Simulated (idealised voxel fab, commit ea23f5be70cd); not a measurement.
process module | voxel wiring stack
cross-section cut | 165 nm wide | cells 5 nm
A cross-section is a grid of square cells, given in bands from the top down. A band is one or more rows of cells.
Each band's line starts with the height of the band's top and of its bottom, in nm. Then come its materials from left to right, each with its width in nm. One material with "throughout" fills the band from edge to edge. "air" is empty space.
Height 0 is the level under which the wafer as received is all one material. The lowest band goes on downwards, as in "0 down".
A width such as "30 to 40" changes by the same amount from each row of cells to the next, from the band's top row to its bottom row.
"no change" after a step means that no cell of the cross-section changed.
closed voids: empty space of 8 cells or more with no open way to the top, each as width x height at its distance from the left edge, in nm
after a step's settings: what the simulator itself notes on the step
overlay nm, on a step with a mask: how far to the right of its planned place the mask lay; to the left if negative
plan
1 op RECEIVE | material Si
2 op CONFORMAL_DEP | material SiO2 | thk nm 15
3 op DIRECTIONAL_DEP | material TiN | thk nm 5
4 op DIRECTIONAL_DEP | material Ru | thk nm 15
5 op MASKED_ETCH | tone cover | mask id METAL_1 | width nm 25 | pitch nm 50 | etch materials Ru | depth nm 15 | overlay nm -15
6 op MASKED_ETCH | tone cover | mask id METAL_1 | width nm 25 | pitch nm 50 | etch materials TiN | depth nm 5 | overlay nm 0
7 op CONFORMAL_DEP | material SiCN | thk nm 5
8 op FILL_DEP | material SiO2 | thk nm 10
9 op CMP | height nm 35
10 op CONFORMAL_DEP | material SiCN | thk nm 5
11 op DIRECTIONAL_DEP | material SiO2 | thk nm 30
12 op MASKED_ETCH | tone open | mask id METAL_2 | width nm 25 | pitch nm 50 | etch materials SiO2 | depth nm 15 | overlay nm 0
13 op MASKED_ETCH | tone open | mask id METAL_2_HOLES | width nm 15 | etch materials SiO2 | depth nm 15 | overlay nm 0
14 op MASKED_ETCH | tone open | mask id METAL_2_HOLES | width nm 15 | etch materials SiCN | depth nm 5 | overlay nm 0
15 op CONFORMAL_DEP | material TiN | thk nm 5
16 op FILL_DEP | material Cu | thk nm 5
17 op CMP | height nm 70
18 op CONFORMAL_DEP | material SiCN | thk nm 5
varied across the wafers: overlay nm of step 5. The plan shows the first wafer's value. All wafers start alike
first wafer as received, after step 1
  0 down: Si throughout
  closed voids: none
each wafer at the end: cells of each material gained (+) or lost (-) since it was received, then its closed voids
overlay nm -15 | +16 Cu | +30 Ru | +98 SiCN | +309 SiO2 | +42 TiN | closed voids: none
overlay nm -10 | +16 Cu | +30 Ru | +98 SiCN | +311 SiO2 | +40 TiN | closed voids: none
overlay nm -5 | +16 Cu | +30 Ru | +98 SiCN | +313 SiO2 | +38 TiN | closed voids: none
overlay nm 0 | +16 Cu | +30 Ru | +98 SiCN | +315 SiO2 | +36 TiN | closed voids: none
overlay nm 5 | +16 Cu | +30 Ru | +98 SiCN | +313 SiO2 | +38 TiN | closed voids: none
overlay nm 10 | +16 Cu | +30 Ru | +98 SiCN | +311 SiO2 | +40 TiN | closed voids: none
overlay nm 15 | +16 Cu | +30 Ru | +98 SiCN | +309 SiO2 | +42 TiN | closed voids: none
